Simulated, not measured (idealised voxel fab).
Process module in this document: voxel transistor to metal
cross-section cut | 145 nm wide | cells 5 nm
If you're reading a cross-section in this doc, picture square cells in a grid; it comes to you as bands, top ones listed first down to the bottom, and a band can be one or more rows of cells. Within each band entry, the heights of the top and of the bottom of the band appear first, in that order and in nm; the materials of the band then follow from left to right, each with its corresponding width in nm. The designation "everywhere" on a single material indicates that it fills the band from edge to edge; the designation "air" indicates empty space. We count height from 0. Below that, the starting wafer is all one material. The lowest band never ends at the bottom but goes on down; see "0 down" for how that is written. When a width is written as two numbers, as in "30..40", the first number is the width in the top row of cells of the band and the second is the width in its bottom row, and the width changes by the same amount from each row to the next. The cross-section has no changed cell in any step marked "no change occurred". The entry titled "Enclosed voids" provides the empty spaces that have no open way to the top, restricted to those of 8 cells or more. Each is presented as width x height at distance, the distance being measured from the left edge, with all three in nm. That trailing text on a step's line, after the settings, is the simulator's own remark on the step. The setting "overlay nm" may be written on the line of a step. When the step uses a mask, the value reports how far to the right of the planned place the mask lay, and a negative value reports that it lay to the left. Pairs, read this way: before one process step on the one hand, after it on the other, the after cross-section ending at the lowest band that changed; the step between, settings included, beneath. Same starting wafer throughout, but possibly different runs of this module, so no pair continues from the pair above unless its entry headed "Prior to processing" says so.

# Prior to processing
> 80 to 55: lowk 30  TiN 5  Ru 5  TiN 5  lowk 55  TiN 5  Ru 5  TiN 5  lowk 30
> 55 to 50: SiCN 30  TiN 15  SiCN 55  TiN 15  SiCN 30
> 50 to 40: SiO2 30  TiN 5  W 5  TiN 5  SiO2 55  TiN 5  W 5  TiN 5  SiO2 30
> 40 to 30: SiO2 30  TiN 5  W 5  TiN 5  SiO2 10  SiN 5  SiCN 25  SiN 5  SiO2 10  TiN 5  W 5  TiN 5  SiO2 30
> 30 to 5: SiO2 30  TiN 5  W 5  TiN 5  SiO2 10  SiN 5  polySi 25  SiN 5  SiO2 10  TiN 5  W 5  TiN 5  SiO2 30
> 5 to 0: SiO2 30  TiN 15  SiO2 10  SiN 5  polySi 25  SiN 5  SiO2 10  TiN 15  SiO2 30
> 0 to -5: SiO2 25  Si 30  SiO2 35  Si 30  SiO2 25
> -5 to -40: SiO2 30  Si 85  SiO2 30
> -40 down: Si everywhere
> Enclosed voids: none

# Cross-Section Thereafter
> 85 to 80: SiCN everywhere
> Whatever lies below 80 is exactly as it was before.
> Enclosed voids: none
The structure shown above changes from one cross-section to the other through CONFORMAL_DEP [material SiCN] [thk nm 5]

Prior to processing: carried over from the after image of the pair right above.

# Cross-Section Thereafter
> 120 to 85: lowk everywhere
> Whatever lies below 85 is exactly as it was before.
> Enclosed voids: none
The structure shown above changes from one cross-section to the other through DIRECTIONAL_DEP [material lowk] [thk nm 35]

Prior to processing: carried over from the after image of the pair right above.

# Cross-Section Thereafter
> 135 to 120: resist 30  air 15  resist 55  air 15  resist 30
> Whatever lies below 120 is exactly as it was before.
> Enclosed voids: none
The structure shown above changes from one cross-section to the other through PATTERN [tone open] [mask id METAL_2] [material resist] [width nm 15] [pitch nm 70] [thk nm 15] [overlay nm 0]

Prior to processing: carried over from the after image of the pair right above.

# Cross-Section Thereafter
> 135 to 120: resist 30  air 15  resist 55  air 15  resist 30
> 120 to 100: lowk 30  air 15  lowk 55  air 15  lowk 30
> Whatever lies below 100 is exactly as it was before.
> Enclosed voids: none
The structure shown above changes from one cross-section to the other through DIRECTIONAL_ETCH [etch materials lowk] [depth nm 20]

Prior to processing: carried over from the after image of the pair right above.

# Cross-Section Thereafter
> 120 to 100: lowk 30  air 15  lowk 55  air 15  lowk 30
> Whatever lies below 100 is exactly as it was before.
> Enclosed voids: none
The structure shown above changes from one cross-section to the other through STRIP [etch materials resist]

Prior to processing: carried over from the after image of the pair right above.

# Cross-Section Thereafter
> 120 to 85: lowk 30  air 15  lowk 55  air 15  lowk 30
> Whatever lies below 85 is exactly as it was before.
> Enclosed voids: none
The structure shown above changes from one cross-section to the other through MASKED_ETCH [tone open] [mask id METAL_2_HOLES] [width nm 15] [pitch nm 70] [etch materials lowk] [depth nm 15] [overlay nm 0]

Prior to processing: carried over from the after image of the pair right above.

# Cross-Section Thereafter
> 120 to 85: lowk 30  air 15  lowk 55  air 15  lowk 30
> 85 to 80: SiCN 30  air 15  SiCN 55  air 15  SiCN 30
> Whatever lies below 80 is exactly as it was before.
> Enclosed voids: none
The structure shown above changes from one cross-section to the other through MASKED_ETCH [tone open] [mask id METAL_2_HOLES] [width nm 15] [pitch nm 70] [etch materials SiCN] [depth nm 5] [overlay nm 0]

Prior to processing: carried over from the after image of the pair right above.

# Cross-Section Thereafter
> 125 to 120: TiN 35  air 5  TiN 65  air 5  TiN 35
> 120 to 85: lowk 30  TiN 5  air 5  TiN 5  lowk 55  TiN 5  air 5  TiN 5  lowk 30
> 85 to 80: SiCN 30  TiN 15  SiCN 55  TiN 15  SiCN 30
> Whatever lies below 80 is exactly as it was before.
> Enclosed voids: none
The structure shown above changes from one cross-section to the other through CONFORMAL_DEP [material TiN] [thk nm 5]

Prior to processing: carried over from the after image of the pair right above.

# Cross-Section Thereafter
> 135 to 125: Ru everywhere
> 125 to 120: TiN 35  Ru 5  TiN 65  Ru 5  TiN 35
> 120 to 85: lowk 30  TiN 5  Ru 5  TiN 5  lowk 55  TiN 5  Ru 5  TiN 5  lowk 30
> Whatever lies below 85 is exactly as it was before.
> Enclosed voids: none
The structure shown above changes from one cross-section to the other through FILL_DEP [material Ru] [thk nm 10]

Prior to processing: carried over from the after image of the pair right above.

# Cross-Section Thereafter
> 120 to 85: lowk 30  TiN 5  Ru 5  TiN 5  lowk 55  TiN 5  Ru 5  TiN 5  lowk 30
> Whatever lies below 85 is exactly as it was before.
> Enclosed voids: none
The structure shown above changes from one cross-section to the other through CMP [height nm 120]

Prior to processing: carried over from the after image of the pair right above.

# Cross-Section Thereafter
> 125 to 120: SiN everywhere
> Whatever lies below 120 is exactly as it was before.
> Enclosed voids: none
The structure shown above changes from one cross-section to the other through CONFORMAL_DEP [material SiN] [thk nm 5]

# Prior to processing
> 50 to 40: SiO2 everywhere
> 40 to 30: SiO2 55  SiN 5  SiCN 25  SiN 5  SiO2 55
> 30 to 0: SiO2 55  SiN 5  polySi 25  SiN 5  SiO2 55
> 0 to -5: SiO2 25  SiGe 30  SiO2 35  SiGe 30  SiO2 25
> -5 to -40: SiO2 30  Si 85  SiO2 30
> -40 down: Si everywhere
> Enclosed voids: none

# Cross-Section Thereafter
> 70 to 50: air 30  resist 15  air 55  resist 15  air 30
> Whatever lies below 50 is exactly as it was before.
> Enclosed voids: none
The structure shown above changes from one cross-section to the other through PATTERN [tone cover] [mask id CONTACT] [material resist] [width nm 15] [pitch nm 70] [thk nm 20] [overlay nm 0]

Prior to processing: carried over from the after image of the pair right above.

# Cross-Section Thereafter
> 70 to 50: air 30  resist 15  air 55  resist 15  air 30
> 50 to 40: air 30  SiO2 15  air 55  SiO2 15  air 30
> 40 to 30: air 30  SiO2 15  air 10  SiN 5  SiCN 25  SiN 5  air 10  SiO2 15  air 30
> 30 to 0: air 30  SiO2 15  air 10  SiN 5  polySi 25  SiN 5  air 10  SiO2 15  air 30
> Whatever lies below 0 is exactly as it was before.
> Enclosed voids: none
The structure shown above changes from one cross-section to the other through DIRECTIONAL_ETCH [etch materials SiO2] [depth nm 50]

Prior to processing: carried over from the after image of the pair right above.

# Cross-Section Thereafter
> 50 to 40: air 30  SiO2 15  air 55  SiO2 15  air 30
> Whatever lies below 40 is exactly as it was before.
> Enclosed voids: none
The structure shown above changes from one cross-section to the other through STRIP [etch materials resist]

Prior to processing: carried over from the after image of the pair right above.

# Cross-Section Thereafter
> 55 to 50: air 25  TiN 25  air 45  TiN 25  air 25
> 50 to 45: air 25  TiN 5  SiO2 15  TiN 5  air 45  TiN 5  SiO2 15  TiN 5  air 25
> 45 to 40: air 25  TiN 5  SiO2 15  TiN 55  SiO2 15  TiN 5  air 25
> 40 to 30: air 25  TiN 5  SiO2 15  TiN 10  SiN 5  SiCN 25  SiN 5  TiN 10  SiO2 15  TiN 5  air 25
> 30 to 5: air 25  TiN 5  SiO2 15  TiN 10  SiN 5  polySi 25  SiN 5  TiN 10  SiO2 15  TiN 5  air 25
> 5 to 0: TiN 30  SiO2 15  TiN 10  SiN 5  polySi 25  SiN 5  TiN 10  SiO2 15  TiN 30
> Whatever lies below 0 is exactly as it was before.
> Enclosed voids: none
The structure shown above changes from one cross-section to the other through CONFORMAL_DEP [material TiN] [thk nm 5]

Prior to processing: carried over from the after image of the pair right above.

# Cross-Section Thereafter
> 65 to 55: W everywhere
> 55 to 50: W 25  TiN 25  W 45  TiN 25  W 25
> 50 to 45: W 25  TiN 5  SiO2 15  TiN 5  W 45  TiN 5  SiO2 15  TiN 5  W 25
> 45 to 40: W 25  TiN 5  SiO2 15  TiN 55  SiO2 15  TiN 5  W 25
> 40 to 30: W 25  TiN 5  SiO2 15  TiN 10  SiN 5  SiCN 25  SiN 5  TiN 10  SiO2 15  TiN 5  W 25
> 30 to 5: W 25  TiN 5  SiO2 15  TiN 10  SiN 5  polySi 25  SiN 5  TiN 10  SiO2 15  TiN 5  W 25
> Whatever lies below 5 is exactly as it was before.
> Enclosed voids: none
The structure shown above changes from one cross-section to the other through FILL_DEP [material W] [thk nm 10]

Prior to processing: carried over from the after image of the pair right above.

# Cross-Section Thereafter
> 50 to 45: W 25  TiN 5  SiO2 15  TiN 5  W 45  TiN 5  SiO2 15  TiN 5  W 25
> Whatever lies below 45 is exactly as it was before.
> Enclosed voids: none
The structure shown above changes from one cross-section to the other through CMP [height nm 50]

Prior to processing: carried over from the after image of the pair right above.

# Cross-Section Thereafter
> 55 to 50: SiCN everywhere
> Whatever lies below 50 is exactly as it was before.
> Enclosed voids: none
The structure shown above changes from one cross-section to the other through CONFORMAL_DEP [material SiCN] [thk nm 5]

Prior to processing: carried over from the after image of the pair right above.

# Cross-Section Thereafter
> 80 to 55: lowk everywhere
> Whatever lies below 55 is exactly as it was before.
> Enclosed voids: none
The structure shown above changes from one cross-section to the other through DIRECTIONAL_DEP [material lowk] [thk nm 25]

Prior to processing: carried over from the after image of the pair right above.

# Cross-Section Thereafter
> 95 to 80: aC everywhere
> Whatever lies below 80 is exactly as it was before.
> Enclosed voids: none
The structure shown above changes from one cross-section to the other through DIRECTIONAL_DEP [material aC] [thk nm 15]

Prior to processing: carried over from the after image of the pair right above.

# Cross-Section Thereafter
> 125 to 95: resist 30  air 15  resist 55  air 15  resist 30
> Whatever lies below 95 is exactly as it was before.
> Enclosed voids: none
The structure shown above changes from one cross-section to the other through PATTERN [tone open] [mask id METAL_1] [material resist] [width nm 15] [pitch nm 70] [thk nm 30] [overlay nm 0]

Prior to processing: carried over from the after image of the pair right above.

# Cross-Section Thereafter
> 110 to 95: resist 30  air 15  resist 55  air 15  resist 30
> 95 to 80: aC 30  air 15  aC 55  air 15  aC 30
> Whatever lies below 80 is exactly as it was before.
> Enclosed voids: none
The structure shown above changes from one cross-section to the other through DIRECTIONAL_ETCH [etch materials aC] [depth nm 15]

Prior to processing: carried over from the after image of the pair right above.

# Cross-Section Thereafter
> 95 to 80: aC 30  air 15  aC 55  air 15  aC 30
> Whatever lies below 80 is exactly as it was before.
> Enclosed voids: none
The structure shown above changes from one cross-section to the other through STRIP [etch materials resist]

Prior to processing: carried over from the after image of the pair right above.

# Cross-Section Thereafter
> 95 to 80: aC 30  air 15  aC 55  air 15  aC 30
> 80 to 55: lowk 30  air 15  lowk 55  air 15  lowk 30
> Whatever lies below 55 is exactly as it was before.
> Enclosed voids: none
The structure shown above changes from one cross-section to the other through DIRECTIONAL_ETCH [etch materials lowk] [depth nm 25]

Prior to processing: carried over from the after image of the pair right above.

# Cross-Section Thereafter
> 95 to 80: aC 30  air 15  aC 55  air 15  aC 30
> 80 to 55: lowk 30  air 15  lowk 55  air 15  lowk 30
> 55 to 50: SiCN 30  air 15  SiCN 55  air 15  SiCN 30
> Whatever lies below 50 is exactly as it was before.
> Enclosed voids: none
The structure shown above changes from one cross-section to the other through DIRECTIONAL_ETCH [etch materials SiCN] [depth nm 5]

Prior to processing: carried over from the after image of the pair right above.

# Cross-Section Thereafter
> 80 to 55: lowk 30  air 15  lowk 55  air 15  lowk 30
> Whatever lies below 55 is exactly as it was before.
> Enclosed voids: none
The structure shown above changes from one cross-section to the other through STRIP [etch materials aC]

Prior to processing: carried over from the after image of the pair right above.

# Cross-Section Thereafter
> 85 to 80: TiN 35  air 5  TiN 65  air 5  TiN 35
> 80 to 55: lowk 30  TiN 5  air 5  TiN 5  lowk 55  TiN 5  air 5  TiN 5  lowk 30
> 55 to 50: SiCN 30  TiN 15  SiCN 55  TiN 15  SiCN 30
> Whatever lies below 50 is exactly as it was before.
> Enclosed voids: none
The structure shown above changes from one cross-section to the other through CONFORMAL_DEP [material TiN] [thk nm 5]

Prior to processing: carried over from the after image of the pair right above.

# Cross-Section Thereafter
> 95 to 85: Ru everywhere
> 85 to 80: TiN 35  Ru 5  TiN 65  Ru 5  TiN 35
> 80 to 55: lowk 30  TiN 5  Ru 5  TiN 5  lowk 55  TiN 5  Ru 5  TiN 5  lowk 30
> Whatever lies below 55 is exactly as it was before.
> Enclosed voids: none
The structure shown above changes from one cross-section to the other through FILL_DEP [material Ru] [thk nm 10]

Prior to processing: carried over from the after image of the pair right above.

# Cross-Section Thereafter
> 80 to 55: lowk 30  TiN 5  Ru 5  TiN 5  lowk 55  TiN 5  Ru 5  TiN 5  lowk 30
> Whatever lies below 55 is exactly as it was before.
> Enclosed voids: none
The structure shown above changes from one cross-section to the other through CMP [height nm 80]

Prior to processing: carried over from the after image of the pair right above.

# Cross-Section Thereafter
> 85 to 80: SiCN everywhere
> Whatever lies below 80 is exactly as it was before.
> Enclosed voids: none
The structure shown above changes from one cross-section to the other through CONFORMAL_DEP [material SiCN] [thk nm 5]

Prior to processing: carried over from the after image of the pair right above.

# Cross-Section Thereafter
> 120 to 85: lowk everywhere
> Whatever lies below 85 is exactly as it was before.
> Enclosed voids: none
The structure shown above changes from one cross-section to the other through DIRECTIONAL_DEP [material lowk] [thk nm 35]

Prior to processing: carried over from the after image of the pair right above.

# Cross-Section Thereafter
> 135 to 120: resist 30  air 15  resist 55  air 15  resist 30
> Whatever lies below 120 is exactly as it was before.
> Enclosed voids: none
The structure shown above changes from one cross-section to the other through PATTERN [tone open] [mask id METAL_2] [material resist] [width nm 15] [pitch nm 70] [thk nm 15] [overlay nm 0]

Prior to processing: carried over from the after image of the pair right above.

# Cross-Section Thereafter
> 135 to 120: resist 30  air 15  resist 55  air 15  resist 30
> 120 to 100: lowk 30  air 15  lowk 55  air 15  lowk 30
> Whatever lies below 100 is exactly as it was before.
> Enclosed voids: none
The structure shown above changes from one cross-section to the other through DIRECTIONAL_ETCH [etch materials lowk] [depth nm 20]

Prior to processing: carried over from the after image of the pair right above.

# Cross-Section Thereafter
> 120 to 100: lowk 30  air 15  lowk 55  air 15  lowk 30
> Whatever lies below 100 is exactly as it was before.
> Enclosed voids: none
The structure shown above changes from one cross-section to the other through STRIP [etch materials resist]

Prior to processing: carried over from the after image of the pair right above.

# Cross-Section Thereafter
> 120 to 85: lowk 30  air 15  lowk 55  air 15  lowk 30
> Whatever lies below 85 is exactly as it was before.
> Enclosed voids: none
The structure shown above changes from one cross-section to the other through MASKED_ETCH [tone open] [mask id METAL_2_HOLES] [width nm 15] [pitch nm 70] [etch materials lowk] [depth nm 15] [overlay nm 0]

Prior to processing: carried over from the after image of the pair right above.

# Cross-Section Thereafter
> 120 to 85: lowk 30  air 15  lowk 55  air 15  lowk 30
> 85 to 80: SiCN 30  air 15  SiCN 55  air 15  SiCN 30
> Whatever lies below 80 is exactly as it was before.
> Enclosed voids: none
The structure shown above changes from one cross-section to the other through MASKED_ETCH [tone open] [mask id METAL_2_HOLES] [width nm 15] [pitch nm 70] [etch materials SiCN] [depth nm 5] [overlay nm 0]

Prior to processing: carried over from the after image of the pair right above.

# Cross-Section Thereafter
> 125 to 120: TiN 35  air 5  TiN 65  air 5  TiN 35
> 120 to 85: lowk 30  TiN 5  air 5  TiN 5  lowk 55  TiN 5  air 5  TiN 5  lowk 30
> 85 to 80: SiCN 30  TiN 15  SiCN 55  TiN 15  SiCN 30
> Whatever lies below 80 is exactly as it was before.
> Enclosed voids: none
The structure shown above changes from one cross-section to the other through CONFORMAL_DEP [material TiN] [thk nm 5]

Prior to processing: carried over from the after image of the pair right above.

# Cross-Section Thereafter
> 135 to 125: Ru everywhere
> 125 to 120: TiN 35  Ru 5  TiN 65  Ru 5  TiN 35
> 120 to 85: lowk 30  TiN 5  Ru 5  TiN 5  lowk 55  TiN 5  Ru 5  TiN 5  lowk 30
> Whatever lies below 85 is exactly as it was before.
> Enclosed voids: none
The structure shown above changes from one cross-section to the other through FILL_DEP [material Ru] [thk nm 10]

Prior to processing: carried over from the after image of the pair right above.

# Cross-Section Thereafter
> 120 to 85: lowk 30  TiN 5  Ru 5  TiN 5  lowk 55  TiN 5  Ru 5  TiN 5  lowk 30
> Whatever lies below 85 is exactly as it was before.
> Enclosed voids: none
The structure shown above changes from one cross-section to the other through CMP [height nm 120]

Prior to processing: carried over from the after image of the pair right above.

# Cross-Section Thereafter
> 125 to 120: SiN everywhere
> Whatever lies below 120 is exactly as it was before.
> Enclosed voids: none
The structure shown above changes from one cross-section to the other through CONFORMAL_DEP [material SiN] [thk nm 5]
